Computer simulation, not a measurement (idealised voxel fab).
process module | voxel capacitor over wiring
cross-section cut | 155 nm wide | cells 5 nm
A cross-section is a grid of square cells, given in bands from the top down. A band is one or more rows of cells.
Each band's line starts with the height of the band's top and of its bottom, in nm. Then come its materials from left to right, each with its width in nm. One material with "throughout" fills the band from edge to edge. "air" is empty space.
Height 0 is the level under which the wafer as received is all one material. The lowest band goes on downwards, as in "0 down".
A width such as "30 to 40" changes by the same amount from each row of cells to the next, from the band's top row to its bottom row.
"no change" after a step means that no cell of the cross-section changed.
closed voids: empty space of 8 cells or more with no open way to the top, each as width x height at its distance from the left edge, in nm
after a step's settings: what the simulator itself notes on the step
overlay nm, on a step with a mask: how far to the right of its planned place the mask lay; to the left if negative
plan
1 op RECEIVE | material Si
2 op CONFORMAL_DEP | material SiO2 | thk nm 10
3 op DIRECTIONAL_DEP | material TiN | thk nm 5
4 op DIRECTIONAL_DEP | material Ru | thk nm 20
5 op DIRECTIONAL_DEP | material aC | thk nm 10
6 op PATTERN | tone cover | mask id METAL_1 | material resist | width nm 25 | pitch nm 95 | thk nm 30 | overlay nm 0
7 op DIRECTIONAL_ETCH | etch materials aC | depth nm 10
8 op STRIP | etch materials resist
9 op DIRECTIONAL_ETCH | etch materials Ru | depth nm 20
10 op DIRECTIONAL_ETCH | etch materials TiN | depth nm 5
11 op STRIP | etch materials aC
12 op CONFORMAL_DEP | material SiN | thk nm 5
13 op FILL_DEP | material lowk | thk nm 5
14 op CMP | height nm 35
15 op CONFORMAL_DEP | material SiCN | thk nm 5
16 op DIRECTIONAL_DEP | material lowk | thk nm 15
17 op PATTERN | tone open | mask id PLUG_1 | material resist | width nm 15 | thk nm 15 | overlay nm 0
18 op DIRECTIONAL_ETCH | etch materials lowk | depth nm 15
19 op DIRECTIONAL_ETCH | etch materials SiCN | depth nm 5
20 op STRIP | etch materials resist
21 op EPI | material Ru | thk nm 10
22 op EPI | material Ru | thk nm 10
23 op DIRECTIONAL_DEP | material TiN | thk nm 5
24 op DIRECTIONAL_DEP | material Al2O3 | thk nm 5
25 op DIRECTIONAL_DEP | material TiN | thk nm 10
26 op PATTERN | tone cover | mask id UPPER_PLATE | material resist | width nm 75 | thk nm 20 | overlay nm 0
27 op DIRECTIONAL_ETCH | etch materials TiN | depth nm 10
28 op DIRECTIONAL_ETCH | etch materials Al2O3 | depth nm 5
29 op STRIP | etch materials resist
30 op PATTERN | tone cover | mask id LOWER_PLATE | material resist | width nm 85 | thk nm 20 | overlay nm 0
31 op DIRECTIONAL_ETCH | etch materials TiN | depth nm 5
32 op STRIP | etch materials resist
33 op FILL_DEP | material SiO2 | thk nm 15
34 op CMP | height nm 85
35 op DIRECTIONAL_DEP | material aC | thk nm 10
36 op PATTERN | tone open | mask id PLUG_2 | material resist | width nm 15 | thk nm 25 | overlay nm 0
37 op DIRECTIONAL_ETCH | etch materials aC | depth nm 10
38 op STRIP | etch materials resist
39 op DIRECTIONAL_ETCH | etch materials SiO2 | depth nm 10
40 op STRIP | etch materials aC
41 op CONFORMAL_DEP | material TiN | thk nm 5
42 op FILL_DEP | material Ru | thk nm 10
43 op CMP | height nm 85
44 op CONFORMAL_DEP | material SiCN | thk nm 5
first wafer, as planned
as received, after step 1
  0 down: Si throughout
  closed voids: none
after step 2
  10 to 0: SiO2 throughout
  below 0: unchanged
after step 3
  15 to 10: TiN throughout
  below 10: unchanged
after step 4
  35 to 15: Ru throughout
  below 15: unchanged
after step 5
  45 to 35: aC throughout
  below 35: unchanged
after step 6
  75 to 45: air 15 | resist 25 | air 70 | resist 25 | air 20
  below 45: unchanged
after step 7
  65 to 45: air 15 | resist 25 | air 70 | resist 25 | air 20
  45 to 35: air 15 | aC 25 | air 70 | aC 25 | air 20
  below 35: unchanged
after step 8
  45 to 35: air 15 | aC 25 | air 70 | aC 25 | air 20
  below 35: unchanged
after step 9
  45 to 35: air 15 | aC 25 | air 70 | aC 25 | air 20
  35 to 15: air 15 | Ru 25 | air 70 | Ru 25 | air 20
  below 15: unchanged
after step 10
  45 to 35: air 15 | aC 25 | air 70 | aC 25 | air 20
  35 to 15: air 15 | Ru 25 | air 70 | Ru 25 | air 20
  15 to 10: air 15 | TiN 25 | air 70 | TiN 25 | air 20
  below 10: unchanged
after step 11
  35 to 15: air 15 | Ru 25 | air 70 | Ru 25 | air 20
  below 15: unchanged
after step 12
  40 to 35: air 10 | SiN 35 | air 60 | SiN 35 | air 15
  35 to 15: air 10 | SiN 5 | Ru 25 | SiN 5 | air 60 | SiN 5 | Ru 25 | SiN 5 | air 15
  15 to 10: SiN 15 | TiN 25 | SiN 70 | TiN 25 | SiN 20
  below 10: unchanged
after step 13
  45 to 40: lowk throughout
  40 to 35: lowk 10 | SiN 35 | lowk 60 | SiN 35 | lowk 15
  35 to 15: lowk 10 | SiN 5 | Ru 25 | SiN 5 | lowk 60 | SiN 5 | Ru 25 | SiN 5 | lowk 15
  below 15: unchanged
after step 14
  35 to 15: lowk 10 | SiN 5 | Ru 25 | SiN 5 | lowk 60 | SiN 5 | Ru 25 | SiN 5 | lowk 15
  below 15: unchanged
after step 15
  40 to 35: SiCN throughout
  below 35: unchanged
after step 16
  55 to 40: lowk throughout
  below 40: unchanged
after step 17
  70 to 55: resist 25 | air 15 | resist 115
  below 55: unchanged
after step 18
  70 to 55: resist 25 | air 15 | resist 115
  55 to 40: lowk 25 | air 15 | lowk 115
  below 40: unchanged
after step 19
  70 to 55: resist 25 | air 15 | resist 115
  55 to 40: lowk 25 | air 15 | lowk 115
  40 to 35: SiCN 25 | air 15 | SiCN 115
  below 35: unchanged
after step 20
  55 to 40: lowk 25 | air 15 | lowk 115
  below 40: unchanged
after step 21
  55 to 45: lowk 25 | air 15 | lowk 115
  45 to 40: lowk 25 | Ru 15 | lowk 115
  40 to 35: SiCN 25 | Ru 15 | SiCN 115
  below 35: unchanged
after step 22
  55 to 40: lowk 25 | Ru 15 | lowk 115
  below 40: unchanged
after step 23
  60 to 55: TiN throughout
  below 55: unchanged
after step 24
  65 to 60: Al2O3 throughout
  below 60: unchanged
after step 25
  75 to 65: TiN throughout
  below 65: unchanged
after step 26
  95 to 75: air 25 | resist 75 | air 55
  below 75: unchanged
after step 27
  95 to 75: air 25 | resist 75 | air 55
  75 to 65: air 25 | TiN 75 | air 55
  below 65: unchanged
after step 28
  95 to 75: air 25 | resist 75 | air 55
  75 to 65: air 25 | TiN 75 | air 55
  65 to 60: air 25 | Al2O3 75 | air 55
  below 60: unchanged
after step 29
  75 to 65: air 25 | TiN 75 | air 55
  below 65: unchanged
after step 30
  95 to 75: air 20 | resist 85 | air 50
  75 to 65: air 20 | resist 5 | TiN 75 | resist 5 | air 50
  65 to 60: air 20 | resist 5 | Al2O3 75 | resist 5 | air 50
  below 60: unchanged
after step 31
  95 to 75: air 20 | resist 85 | air 50
  75 to 65: air 20 | resist 5 | TiN 75 | resist 5 | air 50
  65 to 60: air 20 | resist 5 | Al2O3 75 | resist 5 | air 50
  60 to 55: air 20 | TiN 85 | air 50
  below 55: unchanged
after step 32
  75 to 65: air 25 | TiN 75 | air 55
  65 to 60: air 25 | Al2O3 75 | air 55
  below 60: unchanged
after step 33
  90 to 75: SiO2 throughout
  75 to 65: SiO2 25 | TiN 75 | SiO2 55
  65 to 60: SiO2 25 | Al2O3 75 | SiO2 55
  60 to 55: SiO2 20 | TiN 85 | SiO2 50
  below 55: unchanged
after step 34
  85 to 75: SiO2 throughout
  below 75: unchanged
after step 35
  95 to 85: aC throughout
  below 85: unchanged
after step 36
  120 to 95: resist 35 | air 15 | resist 105
  below 95: unchanged
after step 37
  110 to 95: resist 35 | air 15 | resist 105
  95 to 85: aC 35 | air 15 | aC 105
  below 85: unchanged
after step 38
  95 to 85: aC 35 | air 15 | aC 105
  below 85: unchanged
after step 39
  95 to 85: aC 35 | air 15 | aC 105
  85 to 75: SiO2 35 | air 15 | SiO2 105
  below 75: unchanged
after step 40
  85 to 75: SiO2 35 | air 15 | SiO2 105
  below 75: unchanged
after step 41
  90 to 85: TiN 40 | air 5 | TiN 110
  85 to 80: SiO2 35 | TiN 5 | air 5 | TiN 5 | SiO2 105
  80 to 75: SiO2 35 | TiN 15 | SiO2 105
  below 75: unchanged
after step 42
  100 to 90: Ru throughout
  90 to 85: TiN 40 | Ru 5 | TiN 110
  85 to 80: SiO2 35 | TiN 5 | Ru 5 | TiN 5 | SiO2 105
  below 80: unchanged
after step 43
  85 to 80: SiO2 35 | TiN 5 | Ru 5 | TiN 5 | SiO2 105
  below 80: unchanged
after step 44
  90 to 85: SiCN throughout
  below 85: unchanged
second wafer: like start, like plan, one mistake. Through step 13 it matches the first wafer
when step 14 should have ended
  40 to 35: lowk 10 | SiN 35 | lowk 60 | SiN 35 | lowk 15
  below 35: unchanged
when step 15 should have ended
  45 to 40: SiCN throughout
  below 40: unchanged
when step 16 should have ended
  60 to 45: lowk throughout
  below 45: unchanged
when step 17 should have ended
  75 to 60: resist 25 | air 15 | resist 115
  below 60: unchanged
when step 18 should have ended
  75 to 60: resist 25 | air 15 | resist 115
  60 to 45: lowk 25 | air 15 | lowk 115
  below 45: unchanged
when step 19 should have ended
  75 to 60: resist 25 | air 15 | resist 115
  60 to 45: lowk 25 | air 15 | lowk 115
  45 to 40: SiCN 25 | air 15 | SiCN 115
  below 40: unchanged
when step 20 should have ended
  60 to 45: lowk 25 | air 15 | lowk 115
  below 45: unchanged
when step 21 should have ended: no change
when step 22 should have ended: no change
when step 23 should have ended
  65 to 60: TiN 25 | air 15 | TiN 115
  60 to 45: lowk 25 | air 15 | lowk 115
  45 to 40: SiCN 25 | TiN 15 | SiCN 115
  below 40: unchanged
when step 24 should have ended
  70 to 65: Al2O3 25 | air 15 | Al2O3 115
  65 to 60: TiN 25 | air 15 | TiN 115
  60 to 50: lowk 25 | air 15 | lowk 115
  50 to 45: lowk 25 | Al2O3 15 | lowk 115
  below 45: unchanged
when step 25 should have ended
  80 to 70: TiN 25 | air 15 | TiN 115
  70 to 65: Al2O3 25 | air 15 | Al2O3 115
  65 to 60: TiN 25 | air 15 | TiN 115
  60 to 50: lowk 25 | TiN 15 | lowk 115
  below 50: unchanged
when step 26 should have ended
  100 to 80: air 25 | resist 75 | air 55
  80 to 70: TiN 25 | resist 15 | TiN 115
  70 to 65: Al2O3 25 | resist 15 | Al2O3 115
  65 to 60: TiN 25 | resist 15 | TiN 115
  below 60: unchanged
when step 27 should have ended
  100 to 80: air 25 | resist 75 | air 55
  80 to 70: air 25 | resist 15 | TiN 60 | air 55
  below 70: unchanged
when step 28 should have ended
  100 to 80: air 25 | resist 75 | air 55
  80 to 70: air 25 | resist 15 | TiN 60 | air 55
  70 to 65: air 25 | resist 15 | Al2O3 60 | air 55
  below 65: unchanged
when step 29 should have ended
  80 to 70: air 40 | TiN 60 | air 55
  70 to 65: air 40 | Al2O3 60 | air 55
  65 to 60: TiN 25 | air 15 | TiN 115
  below 60: unchanged
when step 30 should have ended
  100 to 80: air 20 | resist 85 | air 50
  80 to 70: air 20 | resist 20 | TiN 60 | resist 5 | air 50
  70 to 65: air 20 | resist 20 | Al2O3 60 | resist 5 | air 50
  65 to 60: TiN 25 | resist 15 | TiN 115
  below 60: unchanged
when step 31 should have ended
  100 to 80: air 20 | resist 85 | air 50
  80 to 70: air 20 | resist 20 | TiN 60 | resist 5 | air 50
  70 to 65: air 20 | resist 20 | Al2O3 60 | resist 5 | air 50
  65 to 60: air 20 | TiN 5 | resist 15 | TiN 65 | air 50
  below 60: unchanged
when step 32 should have ended
  80 to 70: air 40 | TiN 60 | air 55
  70 to 65: air 40 | Al2O3 60 | air 55
  65 to 60: air 20 | TiN 5 | air 15 | TiN 65 | air 50
  below 60: unchanged
when step 33 should have ended
  95 to 80: SiO2 throughout
  80 to 70: SiO2 40 | TiN 60 | SiO2 55
  70 to 65: SiO2 40 | Al2O3 60 | SiO2 55
  65 to 60: SiO2 20 | TiN 5 | SiO2 15 | TiN 65 | SiO2 50
  below 60: unchanged
when step 34 should have ended
  85 to 80: SiO2 throughout
  below 80: unchanged
when step 35 should have ended
  95 to 85: aC throughout
  below 85: unchanged
when step 36 should have ended
  120 to 95: resist 35 | air 15 | resist 105
  below 95: unchanged
when step 37 should have ended
  110 to 95: resist 35 | air 15 | resist 105
  95 to 85: aC 35 | air 15 | aC 105
  below 85: unchanged
when step 38 should have ended
  95 to 85: aC 35 | air 15 | aC 105
  below 85: unchanged
when step 39 should have ended
  95 to 85: aC 35 | air 15 | aC 105
  85 to 80: SiO2 35 | air 15 | SiO2 105
  80 to 75: SiO2 35 | air 5 | TiN 60 | SiO2 55
  below 75: unchanged
when step 40 should have ended
  85 to 80: SiO2 35 | air 15 | SiO2 105
  below 80: unchanged
when step 41 should have ended
  90 to 85: TiN 40 | air 5 | TiN 110
  85 to 75: SiO2 35 | TiN 15 to 65 | SiO2 105 to 55
  below 75: unchanged
when step 42 should have ended
  100 to 90: Ru throughout
  90 to 85: TiN 40 | Ru 5 | TiN 110
  below 85: unchanged
when step 43 should have ended
  85 to 75: SiO2 35 | TiN 15 to 65 | SiO2 105 to 55
  below 75: unchanged
when step 44 should have ended
  90 to 85: SiCN throughout
  below 85: unchanged
what went wrong: step 14 ran as: op CMP | height nm 40
at the end the second wafer has, in cells: 13 fewer of Ru | 14 more of SiN | 17 fewer of SiO2 | 1 fewer of TiN | 17 more of lowk
